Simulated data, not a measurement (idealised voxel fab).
The following process module bears the name voxel wiring stack.
Cross-section cut spans 300 nm and uses square cells 5 nm in size.
When this document writes out a cross-section, it uses a grid of square cells and lists it as bands, beginning at the top and moving down, with a band standing for one or more rows of cells. What a band's entry tells you: where the top is and where the bottom is, as heights in nm, and after that what lies inside, material by material from left to right, each with its width in nm. Empty space is written as the word "blank", and a single material marked with the word "all across" occupies the band from edge to edge. Heights are expressed relative to 0, this being the level below which the as-received wafer comprises one material exclusively. The lowest band is unbounded in the downward direction and is denoted as in "0 -> down". With a width like "30->40", each row of cells in the band differs from the next by the same amount, the top row carrying the first number and the bottom row the second. "no change occurred" for a step: no cell of the cross-section changed in that step. Entry "Closed void entries" = empty spaces >= 8 cells with no open way to the top; each as width x height at distance, distance from left edge, all nm. It should be noted that, on the line of a given step, the content following the step's settings is a remark produced by the simulator itself with respect to that step. The "overlay nm" setting may appear on a step's line; for a step that uses a mask, it gives how far to the right of its planned position the mask lay, and a negative value indicates the left.
So here's the lineup of process steps we planned:
1. RECEIVE [material Si]
2. CONFORMAL_DEP [material SiO2] [thk nm 15]
3. CONFORMAL_DEP [material SiN] [thk nm 5]
4. DIRECTIONAL_DEP [material SiO2] [thk nm 15]
5. DIRECTIONAL_DEP [material aC] [thk nm 10]
6. PATTERN [tone open] [mask id METAL_1] [material resist] [width nm 30] [pitch nm 55] [thk nm 25] [overlay nm 0]
7. DIRECTIONAL_ETCH [etch materials aC] [depth nm 10]
8. STRIP [etch materials resist]
9. DIRECTIONAL_ETCH [etch materials SiO2] [depth nm 15]
10. DIRECTIONAL_ETCH [etch materials SiN] [depth nm 5]
11. STRIP [etch materials aC]
12. CONFORMAL_DEP [material TiN] [thk nm 5]
13. FILL_DEP [material Ru] [thk nm 10]
14. CMP [height nm 35]
15. CONFORMAL_DEP [material SiCN] [thk nm 5]
16. DIRECTIONAL_DEP [material lowk] [thk nm 30]
17. PATTERN [tone open] [mask id METAL_2] [material resist] [width nm 30] [pitch nm 55] [thk nm 20] [overlay nm 0]
18. DIRECTIONAL_ETCH [etch materials lowk] [depth nm 20]
19. STRIP [etch materials resist]
20. MASKED_ETCH [tone open] [mask id METAL_2_HOLES] [width nm 15] [pitch nm 55] [etch materials lowk] [depth nm 10] [overlay nm 0]
21. MASKED_ETCH [tone open] [mask id METAL_2_HOLES] [width nm 15] [pitch nm 55] [etch materials SiCN] [depth nm 5] [overlay nm 0]
22. CONFORMAL_DEP [material TiN] [thk nm 5]
23. FILL_DEP [material Cu] [thk nm 10]
24. CMP [height nm 70]
25. CONFORMAL_DEP [material SiCN] [thk nm 5]
26. DIRECTIONAL_DEP [material SiO2] [thk nm 30]
27. MASKED_ETCH [tone open] [mask id METAL_3_HOLES] [width nm 15] [pitch nm 55] [etch materials SiO2] [depth nm 30] [overlay nm 0]
28. MASKED_ETCH [tone open] [mask id METAL_3] [width nm 30] [pitch nm 55] [etch materials SiO2] [depth nm 20] [overlay nm 0]
29. MASKED_ETCH [tone open] [mask id METAL_3] [width nm 30] [pitch nm 55] [etch materials SiCN] [depth nm 5] [overlay nm 0]
30. CONFORMAL_DEP [material TiN] [thk nm 5]
31. FILL_DEP [material Cu] [thk nm 5]
32. CMP [height nm 105]
33. CONFORMAL_DEP [material SiCN] [thk nm 5]
34. DIRECTIONAL_DEP [material lowk] [thk nm 30]
35. MASKED_ETCH [tone open] [mask id METAL_4_HOLES] [width nm 15] [pitch nm 55] [etch materials lowk] [depth nm 30] [overlay nm 0]
36. DIRECTIONAL_DEP [material aC] [thk nm 10]
37. PATTERN [tone open] [mask id METAL_4] [material resist] [width nm 30] [pitch nm 55] [thk nm 30] [overlay nm 0]
38. DIRECTIONAL_ETCH [etch materials aC] [depth nm 10]
39. STRIP [etch materials resist]
40. DIRECTIONAL_ETCH [etch materials lowk] [depth nm 20]
41. DIRECTIONAL_ETCH [etch materials SiCN] [depth nm 5]
42. STRIP [etch materials aC]
43. CONFORMAL_DEP [material TiN] [thk nm 5]
44. FILL_DEP [material Cu] [thk nm 5]
45. CMP [height nm 140]
46. CONFORMAL_DEP [material SiN] [thk nm 5]
As received (post step 1): cross-section:
  0 -> down | Si all across
  Closed void entries: none
Same starting wafer, same plan as above, one mistake in the execution; this is the cross-section at the end of the module:
  145 -> 140 | SiN all across
  140 -> 125 | lowk=80; TiN=5; Cu=20; TiN=5; lowk=25; TiN=5; Cu=20; TiN=5; lowk=25; TiN=5; Cu=20; TiN=5; lowk=80
  125 -> 120 | lowk=80; TiN=5; Cu=5; TiN=20; lowk=25; TiN=5; Cu=5; TiN=20; lowk=25; TiN=5; Cu=5; TiN=20; lowk=80
  120 -> 110 | lowk=80; TiN=5; Cu=5; TiN=5; lowk=40; TiN=5; Cu=5; TiN=5; lowk=40; TiN=5; Cu=5; TiN=5; lowk=95
  110 -> 105 | SiCN=80; TiN=15; SiCN=40; TiN=15; SiCN=40; TiN=15; SiCN=95
  105 -> 90 | SiO2=80; TiN=5; Cu=20; TiN=5; SiO2=25; TiN=5; Cu=20; TiN=5; SiO2=25; TiN=5; Cu=20; TiN=5; SiO2=80
  90 -> 85 | SiO2=80; TiN=5; Cu=5; TiN=20; SiO2=25; TiN=5; Cu=5; TiN=20; SiO2=25; TiN=5; Cu=5; TiN=20; SiO2=80
  85 -> 75 | SiO2=80; TiN=5; Cu=5; TiN=5; SiO2=40; TiN=5; Cu=5; TiN=5; SiO2=40; TiN=5; Cu=5; TiN=5; SiO2=95
  75 -> 70 | SiCN=80; TiN=15; SiCN=40; TiN=15; SiCN=40; TiN=15; SiCN=95
  70 -> 40 | lowk all across
  40 -> 35 | SiCN all across
  35 -> 20 | SiO2=80; TiN=5; Ru=20; TiN=5; SiO2=25; TiN=5; Ru=20; TiN=5; SiO2=25; TiN=5; Ru=20; TiN=5; SiO2=80
  20 -> 15 | SiN=80; TiN=30; SiN=25; TiN=30; SiN=25; TiN=30; SiN=80
  15 -> 0 | SiO2 all across
  0 -> down | Si all across
  Closed void entries: none
Against the plan, the run slipped here: plan step 16 was conducted twice
